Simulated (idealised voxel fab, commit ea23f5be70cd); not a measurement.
process module | voxel air gaps
cross-section cut | 260 nm wide | cells 5 nm
A cross-section is a grid of square cells, given in bands from the top down. A band is one or more rows of cells.
Each band's line starts with the height of the band's top and of its bottom, in nm. Then come its materials from left to right, each with its width in nm. One material with "throughout" fills the band from edge to edge. "air" is empty space.
Height 0 is the level under which the wafer as received is all one material. The lowest band goes on downwards, as in "0 down".
A width such as "30 to 40" changes by the same amount from each row of cells to the next, from the band's top row to its bottom row.
"no change" after a step means that no cell of the cross-section changed.
closed voids: empty space of 8 cells or more with no open way to the top, each as width x height at its distance from the left edge, in nm
after a step's settings: what the simulator itself notes on the step
overlay nm, on a step with a mask: how far to the right of its planned place the mask lay; to the left if negative
plan
1 op RECEIVE | material Si
2 op CONFORMAL_DEP | material SiO2 | thk nm 15
3 op CONFORMAL_DEP | material SiCN | thk nm 5
4 op DIRECTIONAL_DEP | material lowk | thk nm 35
5 op DIRECTIONAL_DEP | material aC | thk nm 15
6 op PATTERN | tone open | mask id LINES | material resist | width nm 25 | pitch nm 50 | thk nm 35 | overlay nm 0
7 op DIRECTIONAL_ETCH | etch materials aC | depth nm 15
8 op STRIP | etch materials resist
9 op DIRECTIONAL_ETCH | etch materials lowk | depth nm 35
10 op STRIP | etch materials aC
11 op CONFORMAL_DEP | material TiN | thk nm 5
12 op FILL_DEP | material Cu | thk nm 5
13 op CMP | height nm 55
14 op EPI | material Ru | thk nm 10
15 op SELECTIVE_ETCH | etch materials lowk | depth nm 45
16 op CONFORMAL_DEP | material SiCN | thk nm 5
varied across the wafers: thk nm of step 16. The plan shows the first wafer's value. All wafers start alike
first wafer as received, after step 1
  0 down: Si throughout
  closed voids: none
each wafer at the end: cells of each material gained (+) or lost (-) since it was received, then its closed voids
thk nm 5 | +72 Cu | +72 Ru | +196 SiCN | +156 SiO2 | +68 TiN | closed voids: 15 x 25 at 70; 15 x 25 at 120; 15 x 25 at 170
thk nm 10 | +72 Cu | +72 Ru | +274 SiCN | +156 SiO2 | +68 TiN | closed voids: 15 x 25 at 70; 15 x 25 at 120; 15 x 25 at 170
thk nm 15 | +72 Cu | +72 Ru | +352 SiCN | +156 SiO2 | +68 TiN | closed voids: 15 x 25 at 70; 15 x 25 at 120; 15 x 25 at 170
thk nm 20 | +72 Cu | +72 Ru | +426 SiCN | +156 SiO2 | +68 TiN | closed voids: 15 x 25 at 70; 15 x 25 at 120; 15 x 25 at 170
